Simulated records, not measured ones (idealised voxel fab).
Process module, titled voxel air gaps
We display cut, a cross-section 285 nm in width whose square cells are each 5 nm.
Cross-section, as written here: a square-cell grid given band by band from the top down, where a band holds one or more rows of cells. Per band: top height and bottom height in nm, followed by the left-to-right materials and their widths in nm; "everywhere" marks a single material spanning edge to edge, "empty" marks empty space. For the purposes of this specification, 0 denotes the height below which the wafer in its as-received condition is composed wholly of one material, and the lowermost band, lacking a lower limit, extends downward without end, as expressed in "0 nm and below". The expression "30->40" gives the width at the extremes of the band, the first number at its top row of cells and the second at its bottom row, with the width changing by equal amounts from each row to the next in between. "nothing altered" means the step left every cell of the cross-section as it was. In "Enclosed void inventory" the enclosed voids are listed, meaning empty spaces of 8 cells or larger without any opening to the top. The form is width x height at distance, distance from the left edge, units nm. Anything after a step's settings on that line? It's the simulator's own note about the step. A step line may carry the setting "overlay nm", which, for steps involving a mask, states the distance by which the mask lay to the right of its intended position; negative values denote displacement to the left.

### The planned process steps are enumerated hereunder
1 RECEIVE with material Si
2 CONFORMAL_DEP with material SiO2, thk nm 10
3 CONFORMAL_DEP with material SiN, thk nm 5
4 DIRECTIONAL_DEP with material SiO2, thk nm 30
5 DIRECTIONAL_DEP with material aC, thk nm 15
6 PATTERN with tone open, mask id LINES, material resist, width nm 25, pitch nm 50, thk nm 30, overlay nm 0
7 DIRECTIONAL_ETCH with etch materials aC, depth nm 15
8 STRIP with etch materials resist
9 DIRECTIONAL_ETCH with etch materials SiO2, depth nm 30
10 STRIP with etch materials aC
11 CONFORMAL_DEP with material TiN, thk nm 5
12 FILL_DEP with material Cu, thk nm 5
13 CMP with height nm 45
14 EPI with material Ru, thk nm 10
15 SELECTIVE_ETCH with etch materials SiO2, depth nm 40
16 CONFORMAL_DEP with material SiN, thk nm 5

### Here's what the wafer looked like in cross-section when it arrived - that's after step 1
0 nm and below | Si everywhere
Enclosed void inventory: none

### Module complete, cross-section. Starting point and plan per above. One mistake made in running the module
60 nm to 55 nm | empty 40  SiN 205  empty 40
55 nm to 45 nm | empty 40  SiN 5  Ru 45  SiN 5  Ru 45  SiN 5  Ru 45  SiN 5  Ru 45  SiN 5  empty 40
45 nm to 40 nm | empty 40  SiN 15  TiN 5  Cu 15  TiN 5  SiN 25  TiN 5  Cu 15  TiN 5  SiN 25  TiN 5  Cu 15  TiN 5  SiN 25  TiN 5  Cu 15  TiN 5  SiN 15  empty 40
40 nm to 20 nm | empty 50  SiN 5  TiN 5  Cu 15  TiN 5  SiN 5  empty 15  SiN 5  TiN 5  Cu 15  TiN 5  SiN 5  empty 15  SiN 5  TiN 5  Cu 15  TiN 5  SiN 5  empty 15  SiN 5  TiN 5  Cu 15  TiN 5  SiN 5  empty 50
20 nm to 15 nm | empty 50  SiN 5  TiN 25  SiN 5  empty 15  SiN 5  TiN 25  SiN 5  empty 15  SiN 5  TiN 25  SiN 5  empty 15  SiN 5  TiN 25  SiN 5  empty 50
15 nm to 10 nm | empty 50  SiN 15  SiO2 5  SiN 15  empty 15  SiN 15  SiO2 5  SiN 15  empty 15  SiN 15  SiO2 5  SiN 15  empty 15  SiN 15  SiO2 5  SiN 15  empty 50
10 nm to 5 nm | SiN 65  SiO2 5  SiN 45  SiO2 5  SiN 45  SiO2 5  SiN 45  SiO2 5  SiN 65
5 nm to 0 nm | SiN everywhere
0 nm and below | Si everywhere
Enclosed void inventory: 15 x 30 at 85; 15 x 30 at 135; 15 x 30 at 185
Diagnosis: steps 2 and 3 got flipped, so each one ran where the other should have
